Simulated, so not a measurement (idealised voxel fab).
Herein follows the process module entitled voxel transistor to metal.
cross-section cut | 260 nm wide | cells 5 nm
A cross-section is a grid of square cells, given in bands from the top down. A band is one or more rows of cells. Look at the band entry: it leads with the top's height and the bottom's height in nm. Then it lists the materials left to right, with a width in nm for each. The word "edge to edge" on a single material says that material fills the band edge to edge. The word "air" is empty space. Where do heights start? At 0: under that level the wafer as delivered is made of one material only. And the lowest band has no floor; it just carries on downward, as in "0 nm and below". When a width is written as two numbers, as in "30..40", the first number is the width in the top row of cells of the band and the second is the width in its bottom row, and the width changes by the same amount from each row to the next. Key: "left unchanged" - step with no changed cell in the cross-section. The entry "Enclosed cavities" lists the empty spaces that cover at least 8 cells and have no open path to the top. Each is written as width x height at distance, where the distance is measured from the left edge and all three values are in nm. On a step's line, text after the settings is the simulator commenting on that step. If you see "overlay nm" on a step's line and that step has a mask, it's telling you how far right of where it was planned the mask ended up; a negative number means it went left instead.
[List of planned process steps]
step 1: RECEIVE,material Si
step 2: OXIDIZE,depth nm 5
step 3: CONFORMAL_DEP,material SiN,thk nm 15
step 4: PATTERN,tone cover,mask id ACTIVE,material resist,width nm 95,pitch nm 125,thk nm 15,overlay nm 0
step 5: DIRECTIONAL_ETCH,etch materials SiN,depth nm 15
step 6: DIRECTIONAL_ETCH,etch materials SiO2,depth nm 5
step 7: DIRECTIONAL_ETCH,etch materials Si,depth nm 30
step 8: STRIP,etch materials resist
step 9: OXIDIZE,depth nm 5
step 10: FILL_DEP,material SiO2,thk nm 10
step 11: CMP,height nm 15
step 12: SELECTIVE_ETCH,etch materials SiO2,depth nm 10
step 13: STRIP,etch materials SiN
step 14: SELECTIVE_ETCH,etch materials SiO2,depth nm 5
step 15: OXIDIZE,depth nm 5
step 16: DIRECTIONAL_DEP,material polySi,thk nm 25
step 17: DIRECTIONAL_DEP,material SiCN,thk nm 15
step 18: MASKED_ETCH,tone cover,mask id GATE,width nm 25,pitch nm 125,etch materials SiCN,depth nm 25,overlay nm 0
step 19: MASKED_ETCH,tone cover,mask id GATE,width nm 25,pitch nm 125,etch materials polySi,depth nm 35,overlay nm -5
step 20: CONFORMAL_DEP,material SiN,thk nm 5
step 21: DIRECTIONAL_ETCH,etch materials SiN,depth nm 5
step 22: DIRECTIONAL_ETCH,etch materials SiO2,depth nm 5
step 23: DIRECTIONAL_ETCH,etch materials Si,depth nm 15
step 24: EPI,material SiGe,thk nm 15
step 25: FILL_DEP,material SiO2,thk nm 5
step 26: CMP,height nm 35
step 27: DIRECTIONAL_DEP,material SiO2,thk nm 15
step 28: MASKED_ETCH,tone open,mask id CONTACT,width nm 25,etch materials SiO2,depth nm 60,overlay nm 0
step 29: CONFORMAL_DEP,material TiN,thk nm 5
step 30: FILL_DEP,material W,thk nm 5
step 31: CMP,height nm 50
step 32: CONFORMAL_DEP,material SiN,thk nm 5
step 33: DIRECTIONAL_DEP,material SiO2,thk nm 15
step 34: DIRECTIONAL_DEP,material aC,thk nm 15
step 35: PATTERN,tone open,mask id METAL_1,material resist,width nm 15,thk nm 30,overlay nm 0
step 36: DIRECTIONAL_ETCH,etch materials aC,depth nm 15
step 37: STRIP,etch materials resist
step 38: DIRECTIONAL_ETCH,etch materials SiO2,depth nm 15
step 39: DIRECTIONAL_ETCH,etch materials SiN,depth nm 5
step 40: STRIP,etch materials aC
step 41: CONFORMAL_DEP,material TiN,thk nm 5
step 42: FILL_DEP,material Cu,thk nm 10
step 43: CMP,height nm 70
step 44: CONFORMAL_DEP,material SiN,thk nm 5
Same starting wafers, different overlay nm at step 19. Plan value belongs to the first wafer.
[Received condition of the first of several wafers, sectioned: post-step 1]
- 0 nm and below | Si edge to edge
- Enclosed cavities: none
[Here's the first of several wafers in cross-section, end of the module, after the last step, step 44]
- 75 nm to 70 nm | SiN edge to edge
- 70 nm to 55 nm | SiO2 25 nm; TiN 5 nm; Cu 5 nm; TiN 5 nm; SiO2 55 nm; TiN 5 nm; Cu 5 nm; TiN 5 nm; SiO2 40 nm; TiN 5 nm; Cu 5 nm; TiN 5 nm; SiO2 55 nm; TiN 5 nm; Cu 5 nm; TiN 5 nm; SiO2 25 nm
- 55 nm to 50 nm | SiN 25 nm; TiN 15 nm; SiN 55 nm; TiN 15 nm; SiN 40 nm; TiN 15 nm; SiN 55 nm; TiN 15 nm; SiN 25 nm
- 50 nm to 35 nm | SiO2 25 nm; TiN 5 nm; W 15 nm; TiN 5 nm; SiO2 35 nm; TiN 5 nm; W 15 nm; TiN 5 nm; SiO2 40 nm; TiN 5 nm; W 15 nm; TiN 5 nm; SiO2 35 nm; TiN 5 nm; W 15 nm; TiN 5 nm; SiO2 25 nm
- 35 nm to 25 nm | SiO2 25 nm; TiN 5 nm; W 15 nm; TiN 5 nm; SiN 5 nm; SiCN 25 nm; SiN 5 nm; TiN 5 nm; W 15 nm; TiN 5 nm; SiO2 40 nm; TiN 5 nm; W 15 nm; TiN 5 nm; SiN 5 nm; SiCN 25 nm; SiN 5 nm; TiN 5 nm; W 15 nm; TiN 5 nm; SiO2 25 nm
- 25 nm to 20 nm | SiO2 25 nm; TiN 5 nm; W 10 nm; TiN 10 nm; SiN 5 nm; SiCN 25 nm; SiN 5 nm; TiN 5 nm; W 15 nm; TiN 5 nm; SiO2 40 nm; TiN 5 nm; W 10 nm; TiN 10 nm; SiN 5 nm; SiCN 25 nm; SiN 5 nm; TiN 5 nm; W 15 nm; TiN 5 nm; SiO2 25 nm
- 20 nm to 10 nm | SiO2 25 nm; TiN 5 nm; W 10 nm; TiN 5 nm; SiN 5 nm; polySi 30 nm; SiN 5 nm; TiN 5 nm; W 15 nm; TiN 5 nm; SiO2 40 nm; TiN 5 nm; W 10 nm; TiN 5 nm; SiN 5 nm; polySi 30 nm; SiN 5 nm; TiN 5 nm; W 15 nm; TiN 5 nm; SiO2 25 nm
- 10 nm to 5 nm | SiO2 25 nm; TiN 20 nm; SiN 5 nm; polySi 30 nm; SiN 5 nm; TiN 25 nm; SiO2 40 nm; TiN 20 nm; SiN 5 nm; polySi 30 nm; SiN 5 nm; TiN 25 nm; SiO2 25 nm
- 5 nm to 0 nm | SiO2 25 nm; TiN 5 nm; SiGe 15 nm; SiN 5 nm; polySi 30 nm; SiN 5 nm; SiGe 15 nm; TiN 10 nm; SiO2 40 nm; TiN 5 nm; SiGe 15 nm; SiN 5 nm; polySi 30 nm; SiN 5 nm; SiGe 15 nm; TiN 10 nm; SiO2 25 nm
- 0 nm to -5 nm | SiO2 15 nm; SiN 5 nm; SiO2 5 nm; TiN 5 nm; SiGe 15 nm; SiN 5 nm; polySi 30 nm; SiN 5 nm; SiGe 15 nm; TiN 10 nm; SiO2 5 nm; SiN 5 nm; SiO2 20 nm; SiN 5 nm; SiO2 5 nm; TiN 5 nm; SiGe 15 nm; SiN 5 nm; polySi 30 nm; SiN 5 nm; SiGe 15 nm; TiN 10 nm; SiO2 5 nm; SiN 5 nm; SiO2 15 nm
- -5 nm to -10 nm | SiO2 25 nm; TiN 5 nm; SiGe 15 nm; SiO2 40 nm; SiGe 15 nm; TiN 10 nm; SiO2 40 nm; TiN 5 nm; SiGe 15 nm; SiO2 40 nm; SiGe 15 nm; TiN 10 nm; SiO2 25 nm
- -10 nm to -25 nm | SiO2 25 nm; SiGe 20 nm; Si 40 nm; SiGe 25 nm; SiO2 40 nm; SiGe 20 nm; Si 40 nm; SiGe 25 nm; SiO2 25 nm
- -25 nm to -40 nm | SiO2 25 nm; Si 85 nm; SiO2 40 nm; Si 85 nm; SiO2 25 nm
- -40 nm and below | Si edge to edge
- Enclosed cavities: none
[So this is the cross-section on the last wafer at the end of the module]
- 75 nm to 70 nm | SiN edge to edge
- 70 nm to 55 nm | SiO2 25 nm; TiN 5 nm; Cu 5 nm; TiN 5 nm; SiO2 55 nm; TiN 5 nm; Cu 5 nm; TiN 5 nm; SiO2 40 nm; TiN 5 nm; Cu 5 nm; TiN 5 nm; SiO2 55 nm; TiN 5 nm; Cu 5 nm; TiN 5 nm; SiO2 25 nm
- 55 nm to 50 nm | SiN 25 nm; TiN 15 nm; SiN 55 nm; TiN 15 nm; SiN 40 nm; TiN 15 nm; SiN 55 nm; TiN 15 nm; SiN 25 nm
- 50 nm to 35 nm | SiO2 25 nm; TiN 5 nm; W 15 nm; TiN 5 nm; SiO2 35 nm; TiN 5 nm; W 15 nm; TiN 5 nm; SiO2 40 nm; TiN 5 nm; W 15 nm; TiN 5 nm; SiO2 35 nm; TiN 5 nm; W 15 nm; TiN 5 nm; SiO2 25 nm
- 35 nm to 25 nm | SiO2 25 nm; TiN 5 nm; W 15 nm; TiN 5 nm; SiN 5 nm; SiCN 25 nm; SiN 5 nm; TiN 5 nm; W 15 nm; TiN 5 nm; SiO2 40 nm; TiN 5 nm; W 15 nm; TiN 5 nm; SiN 5 nm; SiCN 25 nm; SiN 5 nm; TiN 5 nm; W 15 nm; TiN 5 nm; SiO2 25 nm
- 25 nm to 20 nm | SiO2 25 nm; TiN 5 nm; W 15 nm; TiN 5 nm; SiN 5 nm; SiCN 25 nm; SiN 5 nm; TiN 10 nm; W 10 nm; TiN 5 nm; SiO2 40 nm; TiN 5 nm; W 15 nm; TiN 5 nm; SiN 5 nm; SiCN 25 nm; SiN 5 nm; TiN 10 nm; W 10 nm; TiN 5 nm; SiO2 25 nm
- 20 nm to 10 nm | SiO2 25 nm; TiN 5 nm; W 15 nm; TiN 5 nm; SiN 5 nm; polySi 30 nm; SiN 5 nm; TiN 5 nm; W 10 nm; TiN 5 nm; SiO2 40 nm; TiN 5 nm; W 15 nm; TiN 5 nm; SiN 5 nm; polySi 30 nm; SiN 5 nm; TiN 5 nm; W 10 nm; TiN 5 nm; SiO2 25 nm
- 10 nm to 5 nm | SiO2 25 nm; TiN 25 nm; SiN 5 nm; polySi 30 nm; SiN 5 nm; TiN 20 nm; SiO2 40 nm; TiN 25 nm; SiN 5 nm; polySi 30 nm; SiN 5 nm; TiN 20 nm; SiO2 25 nm
- 5 nm to 0 nm | SiO2 25 nm; TiN 10 nm; SiGe 15 nm; SiN 5 nm; polySi 30 nm; SiN 5 nm; SiGe 15 nm; TiN 5 nm; SiO2 40 nm; TiN 10 nm; SiGe 15 nm; SiN 5 nm; polySi 30 nm; SiN 5 nm; SiGe 15 nm; TiN 5 nm; SiO2 25 nm
- 0 nm to -5 nm | SiO2 15 nm; SiN 5 nm; SiO2 5 nm; TiN 10 nm; SiGe 15 nm; SiN 5 nm; polySi 30 nm; SiN 5 nm; SiGe 15 nm; TiN 5 nm; SiO2 5 nm; SiN 5 nm; SiO2 20 nm; SiN 5 nm; SiO2 5 nm; TiN 10 nm; SiGe 15 nm; SiN 5 nm; polySi 30 nm; SiN 5 nm; SiGe 15 nm; TiN 5 nm; SiO2 5 nm; SiN 5 nm; SiO2 15 nm
- -5 nm to -10 nm | SiO2 25 nm; TiN 10 nm; SiGe 15 nm; SiO2 40 nm; SiGe 15 nm; TiN 5 nm; SiO2 40 nm; TiN 10 nm; SiGe 15 nm; SiO2 40 nm; SiGe 15 nm; TiN 5 nm; SiO2 25 nm
- -10 nm to -25 nm | SiO2 25 nm; SiGe 25 nm; Si 40 nm; SiGe 20 nm; SiO2 40 nm; SiGe 25 nm; Si 40 nm; SiGe 20 nm; SiO2 25 nm
- -25 nm to -40 nm | SiO2 25 nm; Si 85 nm; SiO2 40 nm; Si 85 nm; SiO2 25 nm
- -40 nm and below | Si edge to edge
- Enclosed cavities: none
[The rows of the table below are wafers. Looking at the end of the module, a row counts, for every material, the cells the wafer has gained, shown as (+), or lost, shown as (-), since it was received; its closed voids come next]
overlay nm -5 | +12 Cu | -266 Si | +30 SiCN | +90 SiGe | +128 SiN | +498 SiO2 | +138 TiN | +90 W | +60 polySi | Enclosed cavities: none
overlay nm 0 | +12 Cu | -272 Si | +30 SiCN | +96 SiGe | +128 SiN | +496 SiO2 | +144 TiN | +96 W | +50 polySi | Enclosed cavities: none
overlay nm 5 | +12 Cu | -266 Si | +30 SiCN | +90 SiGe | +128 SiN | +498 SiO2 | +138 TiN | +90 W | +60 polySi | Enclosed cavities: none
